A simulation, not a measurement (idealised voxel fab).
Process module heading - voxel ribs on slabs
We display cut, a cross-section 270 nm in width whose square cells are each 5 nm.
Cross-sections here: square-cell grids, written as top-down lists of bands, a band being one or more rows of cells. In this notation a band is specified by the heights of its top and bottom, in that order and in nm, after which its materials appear from left to right, each paired with its width in nm. The word "edge to edge" attached to a single material means that material fills the band from edge to edge; the word "empty" stands for empty space. Counting heights begins at 0, where everything beneath is, in the wafer as received, one material. The lowest band has no bottom; it goes on downwards, as "z 0 and below" shows. Note: "30->40" means the width goes from the first number (top row of the band) to the second number (bottom row) in equal steps per row of cells. "no modification" after a step means that no cell of the cross-section changed. Listed in "Sealed void inventory": every empty space of 8 or more cells without an open way to the top. Form: width x height at distance, the distance being from the left edge, all in nm. Whatever follows a step's settings on its line is a remark the simulator itself makes about that step. The line of a step may include "overlay nm". On a step with a mask, this value is how far to the right of its planned place the mask lay. A negative value means the mask lay to the left.
Intended process steps
1) RECEIVE (material Si)
2) DIRECTIONAL_DEP (material SiO2; thk nm 30)
3) DIRECTIONAL_DEP (material polySi; thk nm 20)
4) PATTERN (tone cover; mask id RIB; material resist; width nm 20; thk nm 15; overlay nm 0)
5) DIRECTIONAL_ETCH (etch materials polySi; depth nm 5)
6) STRIP (etch materials resist)
7) DIRECTIONAL_DEP (material aC; thk nm 15)
8) PATTERN (tone cover; mask id SLAB; material resist; width nm 50; thk nm 35; overlay nm 0)
9) DIRECTIONAL_ETCH (etch materials aC; depth nm 15)
10) STRIP (etch materials resist)
11) DIRECTIONAL_ETCH (etch materials polySi; depth nm 15)
12) STRIP (etch materials aC)
13) FILL_DEP (material SiO2; thk nm 25)
14) CMP (height nm 65)
15) DIRECTIONAL_DEP (material TiN; thk nm 5)
16) PATTERN (tone cover; mask id HEATER; material resist; width nm 30; thk nm 15; overlay nm 0)
17) DIRECTIONAL_ETCH (etch materials TiN; depth nm 5)
18) STRIP (etch materials resist)
19) CONFORMAL_DEP (material SiO2; thk nm 10)
Wafer at receipt (post step 1), cross-section
	z 0 and below = Si edge to edge
	Sealed void inventory: none
Post-module cross-section: identical start and plan to those above, one misstep in execution
	z 80 to 75 = 110 empty; 50 SiO2; 110 empty
	z 75 to 70 = SiO2 edge to edge
	z 70 to 65 = 120 SiO2; 30 TiN; 120 SiO2
	z 65 to 45 = SiO2 edge to edge
	z 45 to 35 = 110 SiO2; 15 polySi; 20 SiO2; 15 polySi; 110 SiO2
	z 35 to 30 = 110 SiO2; 50 polySi; 110 SiO2
	z 30 to 0 = SiO2 edge to edge
	z 0 and below = Si edge to edge
	Sealed void inventory: none
In executing the process, a mistake was made relative to the plan: ran 6 and 7 in swapped order versus the plan
